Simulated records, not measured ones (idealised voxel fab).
This is a process module. Its name is voxel ribs on slabs.
Square cell edge 5 nm, section width 145 nm, ID cut.
Cross-section = grid of square cells, listed top down in bands; band = one or more rows. Each band's line starts with the height of the band's top and of its bottom, in nm. Then come its materials from left to right, each with its width in nm. One material with "full width" fills the band from edge to edge. "blank" is empty space. Height reference: 0 = level under which incoming wafer is all one material. Lowest band: no bottom, runs on downward, e.g. "0 -> down". It should be noted that a width expressed as "30..40" varies in equal increments from row to row of cells within the band, taking the value of the first number at the top row and that of the second number at the bottom row. It should be understood that the words "identical to before", when stated for a given step, signify that the cross-section underwent no change in any of its cells during that step. "Catalogued sealed voids" - sealed voids, min. 8 cells, no opening to top; format: width x height at distance (distance from left edge; nm throughout). after a step's settings: what the simulator itself notes on the step. overlay nm: step with mask; distance mask lay right of planned place; negative value = left of planned place.

**The planned process steps are enumerated hereunder**
1,RECEIVE, material Si
2,DIRECTIONAL_DEP, material SiO2, thk nm 30
3,DIRECTIONAL_DEP, material polySi, thk nm 25
4,PATTERN, tone cover, mask id RIB, material resist, width nm 30, thk nm 15, overlay nm 0
5,DIRECTIONAL_ETCH, etch materials polySi, depth nm 20
6,STRIP, etch materials resist
7,DIRECTIONAL_DEP, material aC, thk nm 10
8,PATTERN, tone cover, mask id SLAB, material resist, width nm 80, thk nm 30, overlay nm 0
9,DIRECTIONAL_ETCH, etch materials aC, depth nm 10
10,STRIP, etch materials resist
11,DIRECTIONAL_ETCH, etch materials polySi, depth nm 5
12,STRIP, etch materials aC
13,FILL_DEP, material SiO2, thk nm 25
14,CMP, height nm 70
15,DIRECTIONAL_DEP, material W, thk nm 5
16,MASKED_ETCH, tone cover, mask id HEATER, width nm 40, etch materials W, depth nm 5, overlay nm 0
17,CONFORMAL_DEP, material SiN, thk nm 5

**Wafer as received: cross-section following step 1**
	0 -> down: Si full width
	Catalogued sealed voids: none

**first wafer at the end, as planned**
	80 -> 75: blank=45  SiN=50  blank=50
	75 -> 70: SiN=50  W=40  SiN=55
	70 -> 55: SiO2 full width
	55 -> 35: SiO2=55  polySi=30  SiO2=60
	35 -> 30: SiO2=30  polySi=80  SiO2=35
	30 -> 0: SiO2 full width
	0 -> down: Si full width
	Catalogued sealed voids: none

**This cross-section belongs to the second wafer of two at the end of the module; the start and the plan were shared with the first, and the run included one mistake**
	80 -> 75: blank=45  polySi=50  blank=50
	75 -> 70: polySi=50  W=40  polySi=55
	70 -> 55: SiO2 full width
	55 -> 35: SiO2=55  polySi=30  SiO2=60
	35 -> 30: SiO2=30  polySi=80  SiO2=35
	30 -> 0: SiO2 full width
	0 -> down: Si full width
	Catalogued sealed voids: none
Here's what went sideways: so step 17 ended up running with a different setting than we planned, it ran as CONFORMAL_DEP, material polySi, thk nm 5
Heads up, by the end the second wafer has more or fewer cells of some materials compared to the first: 31 fewer of SiN | 31 more of polySi
